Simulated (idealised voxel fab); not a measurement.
Process module name: voxel self aligned contacts
For reference, the cross-section in this document is cut, with width 160 nm and square cells of 5 nm.
Reading order for cross-sections: top band down to bottom band. Underlying form: a grid of square cells. Band size: one or more rows of cells.
Band: top height; bottom height; in nm. Then, left to right: material with width in nm, for each material. "everywhere": a single material spanning edge to edge. "blank": empty space.
Heights are expressed relative to 0, this being the level below which the as-received wafer comprises one material exclusively. The lowest band is unbounded in the downward direction and is denoted as in "top 0, no bottom".
A width given as "30..40" starts at the first number in the band's top row and ends at the second number in its bottom row, shifting by an equal amount at every step from row to row.
It should be understood that the words "remains unaltered", when stated for a given step, signify that the cross-section underwent no change in any of its cells during that step.
Closed-off voids of 8+ cells (no open route to the top) go in "Sealed internal cavities", written width x height at distance from the left edge, in nm.
Post-settings text on a step line: simulator's own remark regarding the step.
A step line may carry the setting "overlay nm", which, for steps involving a mask, states the distance by which the mask lay to the right of its intended position; negative values denote displacement to the left.

The planned process steps are enumerated hereunder
| 1 | op RECEIVE | material Si |
| 2 | op OXIDIZE | depth nm 5 |
| 3 | op DIRECTIONAL_DEP | material polySi | thk nm 25 |
| 4 | op DIRECTIONAL_DEP | material SiN | thk nm 20 |
| 5 | op DIRECTIONAL_DEP | material aC | thk nm 10 |
| 6 | op PATTERN | tone cover | mask id GATE | material resist | width nm 30 | pitch nm 75 | thk nm 25 | overlay nm 0 |
| 7 | op DIRECTIONAL_ETCH | etch materials aC | depth nm 10 |
| 8 | op STRIP | etch materials resist |
| 9 | op DIRECTIONAL_ETCH | etch materials SiN | depth nm 20 |
| 10 | op DIRECTIONAL_ETCH | etch materials polySi | depth nm 25 |
| 11 | op STRIP | etch materials aC |
| 12 | op CONFORMAL_DEP | material SiN | thk nm 10 |
| 13 | op DIRECTIONAL_ETCH | etch materials SiN | depth nm 10 |
| 14 | op FILL_DEP | material SiO2 | thk nm 15 |
| 15 | op CMP | height nm 50 |
| 16 | op DIRECTIONAL_DEP | material aC | thk nm 15 |
| 17 | op PATTERN | tone open | mask id CONTACT | material resist | width nm 55 | thk nm 35 | overlay nm 0 |
| 18 | op DIRECTIONAL_ETCH | etch materials aC | depth nm 15 |
| 19 | op STRIP | etch materials resist |
| 20 | op DIRECTIONAL_ETCH | etch materials SiO2 | depth nm 55 |
| 21 | op STRIP | etch materials aC |
| 22 | op CONFORMAL_DEP | material TiN | thk nm 5 |
| 23 | op FILL_DEP | material Ru | thk nm 10 |
| 24 | op CMP | height nm 40 |
| 25 | op CONFORMAL_DEP | material SiCN | thk nm 5 |
Same starting wafers, different height nm at step 24. Plan value belongs to the first wafer.

Here's the first of the wafers in cross-section, just as we got it, i.e. after step 1
- top 0, no bottom  Si everywhere
- Sealed internal cavities: none

Basically each wafer gets a line in the table, showing it at the end of the module: material by material, the cells it gained (+) or lost (-) since we got it, then its closed voids
height nm 40 | +24 Ru | -32 Si | +32 SiCN | +100 SiN | +83 SiO2 | +21 TiN | +60 polySi | Sealed internal cavities: none
height nm 45 | +27 Ru | -32 Si | +32 SiCN | +120 SiN | +90 SiO2 | +23 TiN | +60 polySi | Sealed internal cavities: none
height nm 50 | +30 Ru | -32 Si | +32 SiCN | +120 SiN | +111 SiO2 | +31 TiN | +60 polySi | Sealed internal cavities: none
height nm 55 | +39 Ru | -32 Si | +32 SiCN | +120 SiN | +111 SiO2 | +54 TiN | +60 polySi | Sealed internal cavities: none
height nm 60 | +71 Ru | -32 Si | +32 SiCN | +120 SiN | +111 SiO2 | +54 TiN | +60 polySi | Sealed internal cavities: none
height nm 65 | +103 Ru | -32 Si | +32 SiCN | +120 SiN | +111 SiO2 | +54 TiN | +60 polySi | Sealed internal cavities: none
